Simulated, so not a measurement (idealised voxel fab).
Presented below is a process module, voxel wiring stack.
Displayed cross-section: cut, width of 290 nm, square cells sized 5 nm.
Bands, listed from the top down, are how a cross-section gets written in this document; the cross-section itself is a grid of square cells, and a band is one or more rows of them. A band entry consists of two parts. The first gives the height of the band's top and the height of its bottom, in nm. The rest lists the band's materials from left to right, each with its width in nm. A single material labelled with the word "everywhere" fills the band from edge to edge, and the word "empty" marks empty space. Height is counted from the level 0, under which the received wafer is composed throughout of one material. The lowest of the bands is not closed at the bottom but continues downward, in the notation "z 0 and below". A two-number width, for instance "30 to 40", indicates that the width is equal to the first number in the top row of the band and to the second number in the bottom row, and that it changes by a constant amount per row of cells. "nothing was modified" means the step left every cell of the cross-section as it was. What "Closed empty spaces" gives you is every empty space of 8 cells or more that is cut off from the top. Each appears as width x height at distance, with the distance taken from the left edge and width, height and distance all in nm. Step line, after settings: the simulator's comment on this step. "overlay nm" on a masked step: distance the mask lay right of its planned place, negative for left.

Steps planned for the process
1: RECEIVE with material Si
2: CONFORMAL_DEP with material SiO2, thk nm 15
3: DIRECTIONAL_DEP with material TiN, thk nm 5
4: DIRECTIONAL_DEP with material W, thk nm 15
5: DIRECTIONAL_DEP with material aC, thk nm 10
6: PATTERN with tone cover, mask id METAL_1, material resist, width nm 25, pitch nm 50, thk nm 25, overlay nm 0
7: DIRECTIONAL_ETCH with etch materials aC, depth nm 10
8: STRIP with etch materials resist
9: DIRECTIONAL_ETCH with etch materials W, depth nm 15
10: DIRECTIONAL_ETCH with etch materials TiN, depth nm 5
11: STRIP with etch materials aC
12: FILL_DEP with material SiO2, thk nm 5
13: CMP with height nm 35
14: CONFORMAL_DEP with material SiCN, thk nm 5
15: DIRECTIONAL_DEP with material SiO2, thk nm 20
16: MASKED_ETCH with tone open, mask id PLUG_1, width nm 15, etch materials SiO2, depth nm 20, overlay nm 0
17: MASKED_ETCH with tone open, mask id PLUG_1, width nm 15, etch materials SiCN, depth nm 5, overlay nm 0
18: EPI with material Ru, thk nm 10
19: EPI with material Ru, thk nm 10
20: EPI with material Ru, thk nm 5
21: CONFORMAL_DEP with material SiCN, thk nm 5
22: DIRECTIONAL_DEP with material lowk, thk nm 25
23: PATTERN with tone open, mask id METAL_2, material resist, width nm 25, pitch nm 50, thk nm 20, overlay nm 0
24: DIRECTIONAL_ETCH with etch materials lowk, depth nm 25
25: DIRECTIONAL_ETCH with etch materials SiCN, depth nm 5
26: STRIP with etch materials resist
27: CONFORMAL_DEP with material TiN, thk nm 5
28: FILL_DEP with material Ru, thk nm 5
29: CMP with height nm 90
30: EPI with material Ru, thk nm 5
31: FILL_DEP with material SiCN, thk nm 5
32: DIRECTIONAL_DEP with material SiO2, thk nm 20
33: DIRECTIONAL_DEP with material aC, thk nm 10
34: PATTERN with tone open, mask id PLUG_2, material resist, width nm 15, pitch nm 50, thk nm 25, overlay nm 0
35: DIRECTIONAL_ETCH with etch materials aC, depth nm 10
36: STRIP with etch materials resist
37: DIRECTIONAL_ETCH with etch materials SiO2, depth nm 20
38: DIRECTIONAL_ETCH with etch materials SiCN, depth nm 5
39: STRIP with etch materials aC
40: EPI with material Ru, thk nm 10
41: EPI with material Ru, thk nm 10
42: EPI with material Ru, thk nm 5
43: CONFORMAL_DEP with material SiCN, thk nm 5
44: DIRECTIONAL_DEP with material SiO2, thk nm 25
45: DIRECTIONAL_DEP with material aC, thk nm 15
46: PATTERN with tone open, mask id METAL_3, material resist, width nm 25, pitch nm 50, thk nm 35, overlay nm 0
47: DIRECTIONAL_ETCH with etch materials aC, depth nm 15
48: STRIP with etch materials resist
49: DIRECTIONAL_ETCH with etch materials SiO2, depth nm 25
50: DIRECTIONAL_ETCH with etch materials SiCN, depth nm 5
51: STRIP with etch materials aC
52: CONFORMAL_DEP with material TiN, thk nm 5
53: FILL_DEP with material Cu, thk nm 5
54: CMP with height nm 150
55: CONFORMAL_DEP with material SiN, thk nm 5

Cross-sectional view of the wafer in its as-received condition, corresponding to the state after step 1
  z 0 and below: Si everywhere
  Closed empty spaces: none

Starting wafer: above. Plan: above. Run: one mistake. Cross-section after the module: below
  z 155 to 150: SiN everywhere
  z 150 to 125: 105 of SiO2, 5 of TiN, 15 of Cu, 5 of TiN, 25 of SiO2, 5 of TiN, 15 of Cu, 5 of TiN, 110 of SiO2
  z 125 to 120: 105 of SiCN, 25 of TiN, 25 of SiCN, 25 of TiN, 110 of SiCN
  z 120 to 100: 105 of SiO2, 15 of Ru, 35 of SiO2, 15 of Ru, 120 of SiO2
  z 100 to 90: 105 to 100 of SiCN, 15 to 35 of Ru, 35 to 15 of SiCN, 15 to 35 of Ru, 120 to 105 of SiCN
  z 90 to 65: 105 of lowk, 5 of TiN, 15 of Ru, 5 of TiN, 25 of lowk, 5 of TiN, 15 of Ru, 5 of TiN, 110 of lowk
  z 65 to 60: 105 of SiCN, 25 of TiN, 25 of SiCN, 25 of TiN, 110 of SiCN
  z 60 to 40: 105 of SiO2, 5 of SiCN, 5 of TiN, 5 of SiCN, 170 of SiO2
  z 40 to 35: 110 of SiCN, 5 of TiN, 175 of SiCN
  z 35 to 20: 105 of W, 25 of SiO2, 25 of W, 25 of SiO2, 110 of W
  z 20 to 15: 105 of TiN, 25 of SiO2, 25 of TiN, 25 of SiO2, 110 of TiN
  z 15 to 0: SiO2 everywhere
  z 0 and below: Si everywhere
  Closed empty spaces: none
Here's what went sideways: step 6: run off-plan, actual operation and settings PATTERN with tone open, mask id METAL_1, material resist, width nm 25, pitch nm 50, thk nm 25, overlay nm 0
